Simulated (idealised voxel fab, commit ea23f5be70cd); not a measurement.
process module | voxel wiring stack
Section shown: cut. Width: 200 nm. Cell size: 5 nm, square.
A cross-section in this document is a grid of square cells, and it is written down as bands, the top band listed before the ones below it; a band is made up of one or more rows of cells.
Each band's line starts with the height of the band's top and of its bottom, in nm. Then come its materials from left to right, each with its width in nm. One material with "all across" fills the band from edge to edge. "blank" is empty space.
Convention: height 0 is the level below which the wafer, as received, is all one material. The lowest band does not terminate at the bottom but continues downward, represented as "0 nm and below".
Graded width ("30..40"): value in top row of band = first number; value in bottom row = second number; row-to-row change constant.
Any step labelled "stayed the same" changed none of the cells in the cross-section.
"Closed void table": sealed empty spaces, 8 cells or more, no open way to top, listed width x height at distance, with distance from the left edge and width, height and distance in nm.
That trailing text on a step's line, after the settings, is the simulator's own remark on the step.
overlay nm, on a step with a mask: how far to the right of its planned place the mask lay; to the left if negative
The following list gives the planned process steps:
| 1 | RECEIVE with material Si |
| 2 | CONFORMAL_DEP with material SiO2, thk nm 15 |
| 3 | CONFORMAL_DEP with material SiN, thk nm 5 |
| 4 | DIRECTIONAL_DEP with material SiO2, thk nm 15 |
| 5 | DIRECTIONAL_DEP with material aC, thk nm 15 |
| 6 | PATTERN with tone open, mask id METAL_1, material resist, width nm 25, pitch nm 55, thk nm 30, overlay nm 0 |
| 7 | DIRECTIONAL_ETCH with etch materials aC, depth nm 15 |
| 8 | STRIP with etch materials resist |
| 9 | DIRECTIONAL_ETCH with etch materials SiO2, depth nm 15 |
| 10 | DIRECTIONAL_ETCH with etch materials SiN, depth nm 5 |
| 11 | STRIP with etch materials aC |
| 12 | CONFORMAL_DEP with material TiN, thk nm 5 |
| 13 | FILL_DEP with material Cu, thk nm 5 |
| 14 | CMP with height nm 35 |
| 15 | EPI with material Ru, thk nm 5 |
| 16 | FILL_DEP with material SiCN, thk nm 5 |
| 17 | DIRECTIONAL_DEP with material lowk, thk nm 20 |
| 18 | DIRECTIONAL_DEP with material aC, thk nm 15 |
| 19 | PATTERN with tone open, mask id PLUG_1, material resist, width nm 15, pitch nm 110, thk nm 30, overlay nm 0 |
| 20 | DIRECTIONAL_ETCH with etch materials aC, depth nm 15 |
| 21 | STRIP with etch materials resist |
| 22 | DIRECTIONAL_ETCH with etch materials lowk, depth nm 20 |
| 23 | DIRECTIONAL_ETCH with etch materials SiCN, depth nm 5 |
| 24 | STRIP with etch materials aC |
| 25 | EPI with material Ru, thk nm 10 |
| 26 | EPI with material Ru, thk nm 10 |
| 27 | EPI with material Ru, thk nm 5 |
| 28 | CONFORMAL_DEP with material SiN, thk nm 5 |
| 29 | DIRECTIONAL_DEP with material lowk, thk nm 20 |
| 30 | MASKED_ETCH with tone open, mask id METAL_2, width nm 25, pitch nm 55, etch materials lowk, depth nm 20, overlay nm 0 |
| 31 | MASKED_ETCH with tone open, mask id METAL_2, width nm 25, pitch nm 55, etch materials SiN, depth nm 5, overlay nm 0 |
| 32 | CONFORMAL_DEP with material TiN, thk nm 5 |
| 33 | FILL_DEP with material Ru, thk nm 5 |
| 34 | CMP with height nm 90 |
| 35 | EPI with material Ru, thk nm 5 |
| 36 | FILL_DEP with material SiCN, thk nm 5 |
| 37 | DIRECTIONAL_DEP with material lowk, thk nm 30 |
| 38 | PATTERN with tone open, mask id METAL_3_HOLES, material resist, width nm 15, pitch nm 110, thk nm 15, overlay nm 0 |
| 39 | DIRECTIONAL_ETCH with etch materials lowk, depth nm 30 |
| 40 | STRIP with etch materials resist |
| 41 | MASKED_ETCH with tone open, mask id METAL_3, width nm 25, pitch nm 55, etch materials lowk, depth nm 15, overlay nm 0 |
| 42 | MASKED_ETCH with tone open, mask id METAL_3, width nm 25, pitch nm 55, etch materials SiCN, depth nm 5, overlay nm 0 |
| 43 | CONFORMAL_DEP with material TiN, thk nm 5 |
| 44 | FILL_DEP with material Cu, thk nm 10 |
| 45 | CMP with height nm 130 |
| 46 | CONFORMAL_DEP with material SiCN, thk nm 5 |
| 47 | DIRECTIONAL_DEP with material SiO2, thk nm 20 |
| 48 | MASKED_ETCH with tone open, mask id PLUG_3, width nm 15, pitch nm 110, etch materials SiO2, depth nm 20, overlay nm 0 |
| 49 | MASKED_ETCH with tone open, mask id PLUG_3, width nm 15, pitch nm 110, etch materials SiCN, depth nm 5, overlay nm 0 |
| 50 | EPI with material Ru, thk nm 10 |
| 51 | EPI with material Ru, thk nm 10 |
| 52 | EPI with material Ru, thk nm 5 |
| 53 | CONFORMAL_DEP with material SiN, thk nm 5 |
| 54 | DIRECTIONAL_DEP with material SiO2, thk nm 25 |
| 55 | PATTERN with tone open, mask id METAL_4, material resist, width nm 25, pitch nm 55, thk nm 20, overlay nm 0 |
| 56 | DIRECTIONAL_ETCH with etch materials SiO2, depth nm 25 |
| 57 | DIRECTIONAL_ETCH with etch materials SiN, depth nm 5 |
| 58 | STRIP with etch materials resist |
| 59 | CONFORMAL_DEP with material TiN, thk nm 5 |
| 60 | FILL_DEP with material Cu, thk nm 5 |
| 61 | CMP with height nm 185 |
| 62 | CONFORMAL_DEP with material SiN, thk nm 5 |
Cross-section of the wafer at receipt, which is the condition after step 1:
- 0 nm and below | Si all across
- Closed void table: none
This is how the wafer looks in cross-section once the module is done, given the starting state and plan above and one mistake in carrying the plan out:
- 190 nm to 185 nm | SiN all across
- 185 nm to 160 nm | 30 SiO2  5 TiN  15 Cu  5 TiN  30 SiO2  5 TiN  15 Cu  5 TiN  30 SiO2  5 TiN  15 Cu  5 TiN  35 SiO2
- 160 nm to 155 nm | 30 SiN  25 TiN  30 SiN  25 TiN  30 SiN  25 TiN  35 SiN
- 155 nm to 135 nm | 30 SiO2  5 SiN  5 TiN  5 SiN  95 SiO2  5 SiN  5 TiN  5 SiN  45 SiO2
- 135 nm to 130 nm | SiO2 all across
- 130 nm to 120 nm | 30 lowk  5 TiN  15 Cu  5 TiN  30 lowk  5 TiN  15 Cu  5 TiN  30 lowk  5 TiN  15 Cu  5 TiN  35 lowk
- 120 nm to 115 nm | 30 lowk  5 TiN  5 Cu  15 TiN  30 lowk  25 TiN  30 lowk  5 TiN  5 Cu  15 TiN  35 lowk
- 115 nm to 100 nm | 30 lowk  5 TiN  5 Cu  5 TiN  95 lowk  5 TiN  5 Cu  5 TiN  45 lowk
- 100 nm to 95 nm | 30 SiCN  15 TiN  95 SiCN  15 TiN  45 SiCN
- 95 nm to 90 nm | 25 SiCN  35 Ru  20 SiCN  35 Ru  20 SiCN  35 Ru  30 SiCN
- 90 nm to 70 nm | 30 lowk  5 TiN  15 Ru  5 TiN  30 lowk  5 TiN  15 Ru  5 TiN  30 lowk  5 TiN  15 Ru  5 TiN  35 lowk
- 70 nm to 65 nm | 30 SiN  25 TiN  30 SiN  25 TiN  30 SiN  25 TiN  35 SiN
- 65 nm to 45 nm | 30 lowk  15 Ru  95 lowk  15 Ru  45 lowk
- 45 nm to 40 nm | 30 SiCN  15 Ru  95 SiCN  15 Ru  45 SiCN
- 40 nm to 35 nm | 25 SiCN  35 Ru  20 SiCN  35 Ru  20 SiCN  35 Ru  30 SiCN
- 35 nm to 20 nm | 30 SiO2  5 TiN  15 Cu  5 TiN  30 SiO2  5 TiN  15 Cu  5 TiN  30 SiO2  5 TiN  15 Cu  5 TiN  35 SiO2
- 20 nm to 15 nm | 30 SiN  25 TiN  30 SiN  25 TiN  30 SiN  25 TiN  35 SiN
- 15 nm to 0 nm | SiO2 all across
- 0 nm and below | Si all across
- Closed void table: none
Plan not followed: step 46 was run on a setting that differed from the plan, and what really ran there is CONFORMAL_DEP with material SiO2, thk nm 5
